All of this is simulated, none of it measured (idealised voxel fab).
process module | voxel transistor to metal
cross-section cut | 270 nm wide | cells 5 nm
A cross-section is a grid of square cells, given in bands from the top down. A band is one or more rows of cells.
Each band's line starts with the height of the band's top and of its bottom, in nm. Then come its materials from left to right, each with its width in nm. One material with "throughout" fills the band from edge to edge. "air" is empty space.
Height 0 is the level under which the wafer as received is all one material. The lowest band goes on downwards, as in "0 down".
A width such as "30 to 40" changes by the same amount from each row of cells to the next, from the band's top row to its bottom row.
"no change" after a step means that no cell of the cross-section changed.
closed voids: empty space of 8 cells or more with no open way to the top, each as width x height at its distance from the left edge, in nm
after a step's settings: what the simulator itself notes on the step
overlay nm, on a step with a mask: how far to the right of its planned place the mask lay; to the left if negative
plan
1 op RECEIVE | material Si
2 op OXIDIZE | depth nm 5
3 op CONFORMAL_DEP | material SiN | thk nm 15
4 op DIRECTIONAL_DEP | material aC | thk nm 10
5 op PATTERN | tone cover | mask id ACTIVE | material resist | width nm 105 | pitch nm 135 | thk nm 30 | overlay nm 0
6 op DIRECTIONAL_ETCH | etch materials aC | depth nm 10
7 op STRIP | etch materials resist
8 op DIRECTIONAL_ETCH | etch materials SiN | depth nm 15
9 op DIRECTIONAL_ETCH | etch materials SiO2 | depth nm 5
10 op DIRECTIONAL_ETCH | etch materials Si | depth nm 35
11 op STRIP | etch materials aC
12 op OXIDIZE | depth nm 5
13 op FILL_DEP | material SiO2 | thk nm 15
14 op CMP | height nm 15
15 op SELECTIVE_ETCH | etch materials SiO2 | depth nm 15
16 op STRIP | etch materials SiN
17 op SELECTIVE_ETCH | etch materials SiO2 | depth nm 5
18 op OXIDIZE | depth nm 5
19 op DIRECTIONAL_DEP | material polySi | thk nm 25
20 op DIRECTIONAL_DEP | material SiCN | thk nm 10
21 op PATTERN | tone cover | mask id GATE | material resist | width nm 25 | pitch nm 135 | thk nm 15 | overlay nm -15
22 op DIRECTIONAL_ETCH | etch materials SiCN | depth nm 20
23 op DIRECTIONAL_ETCH | etch materials polySi | depth nm 35
24 op STRIP | etch materials resist
25 op CONFORMAL_DEP | material SiO2 | thk nm 5
26 op DIRECTIONAL_ETCH | etch materials SiO2 | depth nm 5
27 op CONFORMAL_DEP | material SiN | thk nm 5
28 op DIRECTIONAL_ETCH | etch materials SiN | depth nm 5
29 op DIRECTIONAL_ETCH | etch materials SiO2 | depth nm 5
30 op DIRECTIONAL_ETCH | etch materials Si | depth nm 10
31 op EPI | material pSi | thk nm 15
32 op FILL_DEP | material SiO2 | thk nm 5
33 op CMP | height nm 30
34 op DIRECTIONAL_DEP | material SiO2 | thk nm 10
35 op MASKED_ETCH | tone open | mask id CONTACT | width nm 15 | etch materials SiO2 | depth nm 45 | overlay nm 0
36 op CONFORMAL_DEP | material TiN | thk nm 5
37 op FILL_DEP | material W | thk nm 10
38 op CMP | height nm 40
39 op DIRECTIONAL_DEP | material TiN | thk nm 5
40 op DIRECTIONAL_DEP | material W | thk nm 25
41 op PATTERN | tone cover | mask id METAL_1 | material resist | width nm 15 | thk nm 20 | overlay nm 0
42 op DIRECTIONAL_ETCH | etch materials W | depth nm 25
43 op DIRECTIONAL_ETCH | etch materials TiN | depth nm 5
44 op STRIP | etch materials resist
45 op CONFORMAL_DEP | material SiCN | thk nm 5
46 op FILL_DEP | material SiO2 | thk nm 5
47 op CMP | height nm 70
48 op CONFORMAL_DEP | material SiCN | thk nm 5
varied across the wafers: overlay nm of step 21. The plan shows the first wafer's value. All wafers start alike
first wafer as received, after step 1
  0 down: Si throughout
  closed voids: none
each wafer at the end: cells of each material gained (+) or lost (-) since it was received, then its closed voids
overlay nm -15 | -260 Si | +156 SiCN | +28 SiN | +590 SiO2 | +80 TiN | +78 W | +88 pSi | +50 polySi | closed voids: none
overlay nm -10 | -260 Si | +156 SiCN | +28 SiN | +580 SiO2 | +80 TiN | +88 W | +88 pSi | +50 polySi | closed voids: none
overlay nm -5 | -260 Si | +156 SiCN | +28 SiN | +576 SiO2 | +84 TiN | +88 W | +88 pSi | +50 polySi | closed voids: none
overlay nm 0 | -260 Si | +156 SiCN | +28 SiN | +576 SiO2 | +88 TiN | +84 W | +88 pSi | +50 polySi | closed voids: none
overlay nm 5 | -260 Si | +156 SiCN | +28 SiN | +576 SiO2 | +84 TiN | +88 W | +88 pSi | +50 polySi | closed voids: none
overlay nm 10 | -260 Si | +156 SiCN | +28 SiN | +580 SiO2 | +80 TiN | +88 W | +88 pSi | +50 polySi | closed voids: none
overlay nm 15 | -260 Si | +156 SiCN | +28 SiN | +590 SiO2 | +80 TiN | +78 W | +88 pSi | +50 polySi | closed voids: none
